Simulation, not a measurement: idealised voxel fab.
Module name: voxel released beams (process module)
The width of the displayed cross-section, cut, is 290 nm; its cells are square, with a size of 5 nm.
Each cross-section below is a grid of square cells, stated as bands in top-down order, with one or more rows of cells making up each band.
The band entry comprises the height of the band's top followed by the height of its bottom, expressed in nm, and subsequently the band's materials from left to right, each stated together with its width in nm. Where a single material is marked with the word "all across", that material fills the band from edge to edge. The word "empty" represents empty space.
The level at which height equals 0 is the one under which the wafer, as it arrives, is entirely one material. No lower edge exists for the bottom band, which continues downward and is notated as in "from 0 down".
Think of "30->40" as a width that walks from the first number to the second as you go down the band, top row to bottom row, taking equal-sized steps from row to row.
Step marked "no modifications"? Then no cell in the cross-section changed in it.
Enclosed voids (no open way to top), threshold 8 cells or more, entry "Enclosed void listing", notation width x height at distance, distance from left edge, nm.
On each step's line, the part that comes after the settings is the simulator's own comment on the step.
A step line may carry the setting "overlay nm", which, for steps involving a mask, states the distance by which the mask lay to the right of its intended position; negative values denote displacement to the left.

## Process steps foreseen in the plan
step 1: RECEIVE [material Si]
step 2: CONFORMAL_DEP [material SiN] [thk nm 10]
step 3: DIRECTIONAL_DEP [material SiO2] [thk nm 10]
step 4: MASKED_ETCH [tone open] [mask id ANCHOR] [width nm 45] [etch materials SiO2] [depth nm 10] [overlay nm 0]
step 5: CONFORMAL_DEP [material polySi] [thk nm 15]
step 6: MASKED_ETCH [tone cover] [mask id BEAM] [width nm 80] [etch materials polySi] [depth nm 15] [overlay nm 0]
step 7: STRIP [etch materials SiO2]
Variable across wafers: step 6 width nm (plan value is that of the first wafer; starting state common to all).

## The first of several wafers, as received after step 1, seen in section
- from 0 down | Si all across
- Enclosed void listing: none

## Take a look at the first of several wafers in cross-section: the module is done, and step 7 was its last step
- from 35 to 25 | 100 of empty / 15 of polySi / 15 of empty / 50 of polySi / 110 of empty
- from 25 to 20 | 100 of empty / 80 of polySi / 110 of empty
- from 20 to 10 | 100 of empty / 45 of polySi / 145 of empty
- from 10 to 0 | SiN all across
- from 0 down | Si all across
- Enclosed void listing: none

## Cross-section, last wafer, module completion
- from 35 to 25 | 90 of empty / 25 of polySi / 15 of empty / 65 of polySi / 95 of empty
- from 25 to 20 | 90 of empty / 105 of polySi / 95 of empty
- from 20 to 10 | 100 of empty / 45 of polySi / 145 of empty
- from 10 to 0 | SiN all across
- from 0 down | Si all across
- Enclosed void listing: none

## Row per wafer, end-of-module: cell gain (+)/loss (-) by material since the wafer came in, then closed voids
width nm 80; +116 SiN; +60 polySi; Enclosed void listing: none
width nm 85; +116 SiN; +63 polySi; Enclosed void listing: none
width nm 90; +116 SiN; +66 polySi; Enclosed void listing: none
width nm 95; +116 SiN; +69 polySi; Enclosed void listing: none
width nm 100; +116 SiN; +72 polySi; Enclosed void listing: none
width nm 105; +116 SiN; +75 polySi; Enclosed void listing: none
